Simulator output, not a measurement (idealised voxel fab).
process module | voxel gate over fins
cross-section cut | 240 nm wide | cells 5 nm
Cross-section spec: square-cell grid; bands listed top down; each band is one or more rows.
Band: top height; bottom height; in nm. Then, left to right: material with width in nm, for each material. "throughout": a single material spanning edge to edge. "blank": empty space.
Zero point of the height axis is 0; under it, received wafer = one material. Lowest band: continues down indefinitely, "0 nm and below".
It should be noted that a width expressed as "30->40" varies in equal increments from row to row of cells within the band, taking the value of the first number at the top row and that of the second number at the bottom row.
"nothing changed" -> step changed no cross-section cell.
In the "Sealed internal voids" entry, you get each enclosed empty space of 8 cells or more, one with no open way to the top, written width x height at distance, distance from the left edge, in nm.
That trailing text on a step's line, after the settings, is the simulator's own remark on the step.
overlay nm: mask right of planned place by this much (step with mask). Neg. = left.

## Steps planned for the process
1 RECEIVE [material Si]
2 CONFORMAL_DEP [material SiN] [thk nm 5]
3 PATTERN [tone cover] [mask id FINS] [material resist] [width nm 15] [pitch nm 50] [thk nm 15] [overlay nm 0]
4 DIRECTIONAL_ETCH [etch materials SiN] [depth nm 5]
5 DIRECTIONAL_ETCH [etch materials Si] [depth nm 30]
6 STRIP [etch materials resist]
7 OXIDIZE [depth nm 5]
8 FILL_DEP [material SiO2] [thk nm 5]
9 CMP [height nm 5]
10 MASKED_ETCH [tone open] [mask id RAIL] [width nm 15] [etch materials SiO2] [depth nm 30] [overlay nm 0]
11 CONFORMAL_DEP [material TiN] [thk nm 5]
12 FILL_DEP [material W] [thk nm 10]
13 CMP [height nm 5]
14 SELECTIVE_ETCH [etch materials W Ru TiN] [depth nm 20]
15 FILL_DEP [material SiO2] [thk nm 5]
16 CMP [height nm 5]
17 SELECTIVE_ETCH [etch materials SiO2] [depth nm 15]
18 STRIP [etch materials SiN]
19 CONFORMAL_DEP [material HfO2] [thk nm 5]
20 CONFORMAL_DEP [material TiN] [thk nm 5]
21 FILL_DEP [material W] [thk nm 15]
22 CMP [height nm 20]
23 CONFORMAL_DEP [material SiN] [thk nm 5]

## Cross-section: wafer on arrival = after step 1
- 0 nm and below  Si throughout
- Sealed internal voids: none

## Here's the cross-section of the first of our two wafers at the end of the module - it ran as planned
- 25 nm to 20 nm  SiN throughout
- 20 nm to 10 nm  W throughout
- 10 nm to 5 nm  W: 80 | TiN: 25 | W: 25 | TiN: 25 | W: 85
- 5 nm to 0 nm  W: 80 | TiN: 5 | HfO2: 15 | TiN: 5 | W: 25 | TiN: 5 | HfO2: 15 | TiN: 5 | W: 85
- 0 nm to -5 nm  TiN: 85 | HfO2: 5 | Si: 5 | HfO2: 5 | TiN: 35 | HfO2: 5 | Si: 5 | HfO2: 5 | TiN: 90
- -5 nm to -10 nm  HfO2: 90 | Si: 5 | HfO2: 45 | Si: 5 | HfO2: 95
- -10 nm to -15 nm  SiO2: 90 | Si: 5 | SiO2: 45 | Si: 5 | SiO2: 95
- -15 nm to -20 nm  SiO2: 90 | Si: 5 | SiO2: 15 | TiN: 5 | W: 5 | TiN: 5 | SiO2: 15 | Si: 5 | SiO2: 95
- -20 nm to -25 nm  SiO2: 90 | Si: 5 | SiO2: 15 | TiN: 15 | SiO2: 15 | Si: 5 | SiO2: 95
- -25 nm to -35 nm  SiO2: 90 | Si: 5 | SiO2: 45 | Si: 5 | SiO2: 95
- -35 nm and below  Si throughout
- Sealed internal voids: none

## End-of-module cross-section of the second wafer: identical starting point and process plan to the first, with one processing mistake
- 25 nm to 20 nm  SiN throughout
- 20 nm to 10 nm  W throughout
- 10 nm to 5 nm  W: 80 | TiN: 25 | W: 25 | TiN: 25 | W: 85
- 5 nm to 0 nm  W: 80 | TiN: 5 | HfO2: 15 | TiN: 5 | W: 25 | TiN: 5 | HfO2: 15 | TiN: 5 | W: 85
- 0 nm to -5 nm  TiN: 85 | HfO2: 5 | Si: 5 | HfO2: 5 | TiN: 35 | HfO2: 5 | Si: 5 | HfO2: 5 | TiN: 90
- -5 nm to -10 nm  HfO2: 90 | Si: 5 | HfO2: 45 | Si: 5 | HfO2: 95
- -10 nm to -15 nm  SiO2: 90 | Si: 5 | SiO2: 45 | Si: 5 | SiO2: 95
- -15 nm to -20 nm  SiO2: 90 | Si: 5 | SiO2: 15 | TiN: 5 | W: 5 | TiN: 5 | SiO2: 15 | Si: 5 | SiO2: 95
- -20 nm to -25 nm  SiO2: 90 | Si: 5 | SiO2: 15 | TiN: 15 | SiO2: 15 | Si: 5 | SiO2: 95
- -25 nm to -65 nm  SiO2: 90 | Si: 5 | SiO2: 45 | Si: 5 | SiO2: 95
- -65 nm and below  Si throughout
- Sealed internal voids: none
What was done differently from what was planned? twice over, step 5 of the plan was run
Wrapping up, a cell-based count of both wafers puts the second over or under the first for these materials: 276 fewer of Si; 276 more of SiO2
